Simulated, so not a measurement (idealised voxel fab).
process module | voxel air gaps
cross-section cut | 285 nm wide | cells 5 nm
A cross-section is a grid of square cells, given in bands from the top down. A band is one or more rows of cells.
Each band's line starts with the height of the band's top and of its bottom, in nm. Then come its materials from left to right, each with its width in nm. One material with "throughout" fills the band from edge to edge. "air" is empty space.
Height 0 is the level under which the wafer as received is all one material. The lowest band goes on downwards, as in "0 down".
A width such as "30 to 40" changes by the same amount from each row of cells to the next, from the band's top row to its bottom row.
"no change" after a step means that no cell of the cross-section changed.
closed voids: empty space of 8 cells or more with no open way to the top, each as width x height at its distance from the left edge, in nm
after a step's settings: what the simulator itself notes on the step
overlay nm, on a step with a mask: how far to the right of its planned place the mask lay; to the left if negative
plan
1 op RECEIVE | material Si
2 op CONFORMAL_DEP | material SiO2 | thk nm 10
3 op CONFORMAL_DEP | material SiN | thk nm 5
4 op DIRECTIONAL_DEP | material lowk | thk nm 40
5 op PATTERN | tone open | mask id LINES | material resist | width nm 15 | pitch nm 45 | thk nm 15 | overlay nm 0
6 op DIRECTIONAL_ETCH | etch materials lowk | depth nm 40
7 op STRIP | etch materials resist
8 op CONFORMAL_DEP | material TiN | thk nm 5
9 op FILL_DEP | material W | thk nm 5
10 op CMP | height nm 55
11 op EPI | material Ru | thk nm 10
12 op SELECTIVE_ETCH | etch materials lowk | depth nm 50
13 op CONFORMAL_DEP | material SiN | thk nm 5
first wafer, as planned
as received, after step 1
  0 down: Si throughout
  closed voids: none
after step 2
  10 to 0: SiO2 throughout
  below 0: unchanged
after step 3
  15 to 10: SiN throughout
  below 10: unchanged
after step 4
  55 to 15: lowk throughout
  below 15: unchanged
after step 5
  70 to 55: resist 90 | air 15 | resist 30 | air 15 | resist 30 | air 15 | resist 90
  below 55: unchanged
after step 6
  70 to 55: resist 90 | air 15 | resist 30 | air 15 | resist 30 | air 15 | resist 90
  55 to 15: lowk 90 | air 15 | lowk 30 | air 15 | lowk 30 | air 15 | lowk 90
  below 15: unchanged
after step 7
  55 to 15: lowk 90 | air 15 | lowk 30 | air 15 | lowk 30 | air 15 | lowk 90
  below 15: unchanged
after step 8
  60 to 55: TiN 95 | air 5 | TiN 40 | air 5 | TiN 40 | air 5 | TiN 95
  55 to 20: lowk 90 | TiN 5 | air 5 | TiN 5 | lowk 30 | TiN 5 | air 5 | TiN 5 | lowk 30 | TiN 5 | air 5 | TiN 5 | lowk 90
  20 to 15: lowk 90 | TiN 15 | lowk 30 | TiN 15 | lowk 30 | TiN 15 | lowk 90
  below 15: unchanged
after step 9
  65 to 60: W throughout
  60 to 55: TiN 95 | W 5 | TiN 40 | W 5 | TiN 40 | W 5 | TiN 95
  55 to 20: lowk 90 | TiN 5 | W 5 | TiN 5 | lowk 30 | TiN 5 | W 5 | TiN 5 | lowk 30 | TiN 5 | W 5 | TiN 5 | lowk 90
  below 20: unchanged
after step 10
  55 to 20: lowk 90 | TiN 5 | W 5 | TiN 5 | lowk 30 | TiN 5 | W 5 | TiN 5 | lowk 30 | TiN 5 | W 5 | TiN 5 | lowk 90
  below 20: unchanged
after step 11
  65 to 55: air 80 | Ru 35 | air 10 | Ru 35 | air 10 | Ru 35 | air 80
  below 55: unchanged
after step 12
  65 to 55: air 80 | Ru 35 | air 10 | Ru 35 | air 10 | Ru 35 | air 80
  55 to 20: air 90 | TiN 5 | W 5 | TiN 5 | air 30 | TiN 5 | W 5 | TiN 5 | air 30 | TiN 5 | W 5 | TiN 5 | air 90
  20 to 15: air 90 | TiN 15 | air 30 | TiN 15 | air 30 | TiN 15 | air 90
  below 15: unchanged
after step 13
  70 to 65: air 75 | SiN 135 | air 75
  65 to 55: air 75 | SiN 5 | Ru 35 | SiN 10 | Ru 35 | SiN 10 | Ru 35 | SiN 5 | air 75
  55 to 50: air 75 | SiN 15 | TiN 5 | W 5 | TiN 5 | SiN 30 | TiN 5 | W 5 | TiN 5 | SiN 30 | TiN 5 | W 5 | TiN 5 | SiN 15 | air 75
  50 to 20: air 85 | SiN 5 | TiN 5 | W 5 | TiN 5 | SiN 5 | air 20 | SiN 5 | TiN 5 | W 5 | TiN 5 | SiN 5 | air 20 | SiN 5 | TiN 5 | W 5 | TiN 5 | SiN 5 | air 85
  20 to 15: SiN 90 | TiN 15 | SiN 30 | TiN 15 | SiN 30 | TiN 15 | SiN 90
  below 15: unchanged
  closed voids: 20 x 30 at 110; 20 x 30 at 155
second wafer: like start, like plan, one mistake. Through step 10 it matches the first wafer
when step 11 should have ended
  55 to 20: air 90 | TiN 5 | W 5 | TiN 5 | air 30 | TiN 5 | W 5 | TiN 5 | air 30 | TiN 5 | W 5 | TiN 5 | air 90
  20 to 15: air 90 | TiN 15 | air 30 | TiN 15 | air 30 | TiN 15 | air 90
  below 15: unchanged
when step 12 should have ended
  65 to 55: air 80 | Ru 35 | air 10 | Ru 35 | air 10 | Ru 35 | air 80
  55 to 20: air 80 | Ru 10 | TiN 5 | W 5 | TiN 5 | Ru 10 | air 10 | Ru 10 | TiN 5 | W 5 | TiN 5 | Ru 10 | air 10 | Ru 10 | TiN 5 | W 5 | TiN 5 | Ru 10 | air 80
  20 to 15: air 80 | Ru 10 | TiN 15 | Ru 10 | air 10 | Ru 10 | TiN 15 | Ru 10 | air 10 | Ru 10 | TiN 15 | Ru 10 | air 80
  below 15: unchanged
when step 13 should have ended
  70 to 65: air 75 | SiN 135 | air 75
  65 to 55: air 75 | SiN 5 | Ru 35 | SiN 10 | Ru 35 | SiN 10 | Ru 35 | SiN 5 | air 75
  55 to 20: air 75 | SiN 5 | Ru 10 | TiN 5 | W 5 | TiN 5 | Ru 10 | SiN 10 | Ru 10 | TiN 5 | W 5 | TiN 5 | Ru 10 | SiN 10 | Ru 10 | TiN 5 | W 5 | TiN 5 | Ru 10 | SiN 5 | air 75
  20 to 15: SiN 80 | Ru 10 | TiN 15 | Ru 10 | SiN 10 | Ru 10 | TiN 15 | Ru 10 | SiN 10 | Ru 10 | TiN 15 | Ru 10 | SiN 80
  below 15: unchanged
what went wrong: steps 11 and 12 were swapped
at the end the second wafer has, in cells: 96 more of Ru | 24 fewer of SiN
closed voids at the end (first wafer, second wafer): 2, 0
